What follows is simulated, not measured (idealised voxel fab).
The process module presented herein is designated voxel self aligned vias.
Cross-sectional view cut (width: 220 nm; square cell size: 5 nm).
In what follows, cross-sections appear as grids of square cells, described through bands that run from the top down, where every band is one or more rows of cells. Heads up on the band format: heights come first, top then bottom, in nm. After that it's the materials left to right, each with its width in nm. A single material flagged "everywhere" fills the whole band edge to edge, and "empty" means there's empty space there. The level at which height equals 0 is the one under which the wafer, as it arrives, is entirely one material. No lower edge exists for the bottom band, which continues downward and is notated as in "0 -> down". Quick explanation for "30->40": the width changes in equal steps down the rows of cells, from the first number in the band's top row to the second number in its bottom row. Step marked "no modifications"? Then no cell in the cross-section changed in it. Look at "Completely sealed voids" for the closed voids: empty spaces with no open path to the top, sized 8 cells or up. Each is width x height at distance, distance from the left edge, all nm. Heads up: the bit after the settings on a step's line is the simulator's remark on that step. A step line may carry the setting "overlay nm", which, for steps involving a mask, states the distance by which the mask lay to the right of its intended position; negative values denote displacement to the left.
[Intended process steps]
1. RECEIVE with material Si
2. CONFORMAL_DEP with material SiO2, thk nm 10
3. CONFORMAL_DEP with material SiCN, thk nm 5
4. DIRECTIONAL_DEP with material SiO2, thk nm 20
5. MASKED_ETCH with tone open, mask id LINES, width nm 25, pitch nm 65, etch materials SiO2, depth nm 20, overlay nm 0
6. CONFORMAL_DEP with material TiN, thk nm 5
7. FILL_DEP with material W, thk nm 10
8. CMP with height nm 35
9. SELECTIVE_ETCH with etch materials W Ru TiN, depth nm 5
10. FILL_DEP with material SiN, thk nm 5
11. CMP with height nm 35
12. DIRECTIONAL_DEP with material SiO2, thk nm 15
13. MASKED_ETCH with tone open, mask id VIAS, width nm 35, etch materials SiO2, depth nm 15, overlay nm 0
14. MASKED_ETCH with tone open, mask id VIAS, width nm 35, etch materials SiN, depth nm 5, overlay nm 0
15. CONFORMAL_DEP with material TiN, thk nm 5
16. FILL_DEP with material Cu, thk nm 5
17. CMP with height nm 50
18. CONFORMAL_DEP with material SiCN, thk nm 5
[Step 1 complete: cross-section of the wafer as received]
- 0 -> down  Si everywhere
- Completely sealed voids: none
[Post-module cross-section: identical start and plan to those above, one misstep in execution]
- 55 -> 50  SiCN everywhere
- 50 -> 35  60 SiO2; 5 TiN; 25 Cu; 5 TiN; 125 SiO2
- 35 -> 30  60 SiO2; 35 TiN; 35 SiO2; 25 SiN; 65 SiO2
- 30 -> 20  60 SiO2; 10 TiN; 15 W; 10 TiN; 35 SiO2; 5 TiN; 15 W; 5 TiN; 65 SiO2
- 20 -> 15  65 SiO2; 25 TiN; 40 SiO2; 25 TiN; 65 SiO2
- 15 -> 10  SiCN everywhere
- 10 -> 0  SiO2 everywhere
- 0 -> down  Si everywhere
- Completely sealed voids: none
Heads up, the wafer didn't run the way we planned it: it should be noted that step 13 of the plan was executed twice
